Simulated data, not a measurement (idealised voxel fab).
This section sets out a process module, namely voxel self aligned vias.
Section shown: cut. Width: 225 nm. Cell size: 5 nm, square.
Heads up, the way a cross-section reads in here is a grid of square cells, handed over as bands from the top down, with every band being one or more rows of cells. Per band: top height and bottom height in nm, followed by the left-to-right materials and their widths in nm; "edge to edge" marks a single material spanning edge to edge, "empty" marks empty space. Heads up on the height convention: 0 is the point under which the incoming wafer is all one material, and the lowest band has no bottom, it just keeps going down, like "0 down". Graded width ("30 to 40"): value in top row of band = first number; value in bottom row = second number; row-to-row change constant. Where a step carries "no change", the cross-section came out of it unchanged, cell for cell. "Enclosed void inventory" specifies each empty space that is not open to the top and that occupies no fewer than 8 cells, using the form width x height at distance, the distance measured from the left edge and all three quantities in nm. That trailing text on a step's line, after the settings, is the simulator's own remark on the step. When a step includes a mask, the "overlay nm" setting on its line states how far to the right of its planned place that mask lay, and negative values state how far to the left.

STEPS IN THE PROCESS PLAN
1. RECEIVE, material Si
2. CONFORMAL_DEP, material SiO2, thk nm 15
3. CONFORMAL_DEP, material SiCN, thk nm 5
4. DIRECTIONAL_DEP, material SiO2, thk nm 30
5. DIRECTIONAL_DEP, material aC, thk nm 15
6. PATTERN, tone open, mask id LINES, material resist, width nm 20, pitch nm 55, thk nm 30, overlay nm 0
7. DIRECTIONAL_ETCH, etch materials aC, depth nm 15
8. STRIP, etch materials resist
9. DIRECTIONAL_ETCH, etch materials SiO2, depth nm 30
10. STRIP, etch materials aC
11. CONFORMAL_DEP, material TiN, thk nm 5
12. FILL_DEP, material Ru, thk nm 5
13. CMP, height nm 50
14. SELECTIVE_ETCH, etch materials W Ru TiN, depth nm 5
15. FILL_DEP, material SiN, thk nm 10
16. CMP, height nm 50
17. DIRECTIONAL_DEP, material SiO2, thk nm 15
18. PATTERN, tone open, mask id VIAS, material resist, width nm 40, pitch nm 55, thk nm 15, overlay nm 0
19. DIRECTIONAL_ETCH, etch materials SiO2, depth nm 15
20. DIRECTIONAL_ETCH, etch materials SiN, depth nm 5
21. STRIP, etch materials resist
22. CONFORMAL_DEP, material TiN, thk nm 5
23. FILL_DEP, material Cu, thk nm 5
24. CMP, height nm 65
25. CONFORMAL_DEP, material SiN, thk nm 5

SO THIS IS THE INCOMING WAFER IN CROSS-SECTION - IT'S ALREADY BEEN THROUGH STEP 1
	0 down: Si edge to edge
	Enclosed void inventory: none

END-OF-MODULE CROSS-SECTION. STARTING STRUCTURE AND PROCESS PLAN AS ABOVE; ONE MISTAKE MADE IN RUNNING IT
	70 to 65: SiN edge to edge
	65 to 50: SiO2: 65, TiN: 5, Cu: 30, TiN: 5, SiO2: 15, TiN: 5, Cu: 30, TiN: 5, SiO2: 65
	50 to 45: SiO2: 65, TiN: 40, SiO2: 15, TiN: 40, SiO2: 65
	45 to 35: SiO2: 65, TiN: 15, Ru: 10, TiN: 15, SiO2: 15, TiN: 15, Ru: 10, TiN: 15, SiO2: 65
	35 to 25: SiO2: 75, TiN: 5, Ru: 10, TiN: 5, SiO2: 35, TiN: 5, Ru: 10, TiN: 5, SiO2: 75
	25 to 20: SiO2: 75, TiN: 20, SiO2: 35, TiN: 20, SiO2: 75
	20 to 15: SiCN edge to edge
	15 to 0: SiO2 edge to edge
	0 down: Si edge to edge
	Enclosed void inventory: none
Where did the run depart from the plan? twice over, step 19 of the plan was run
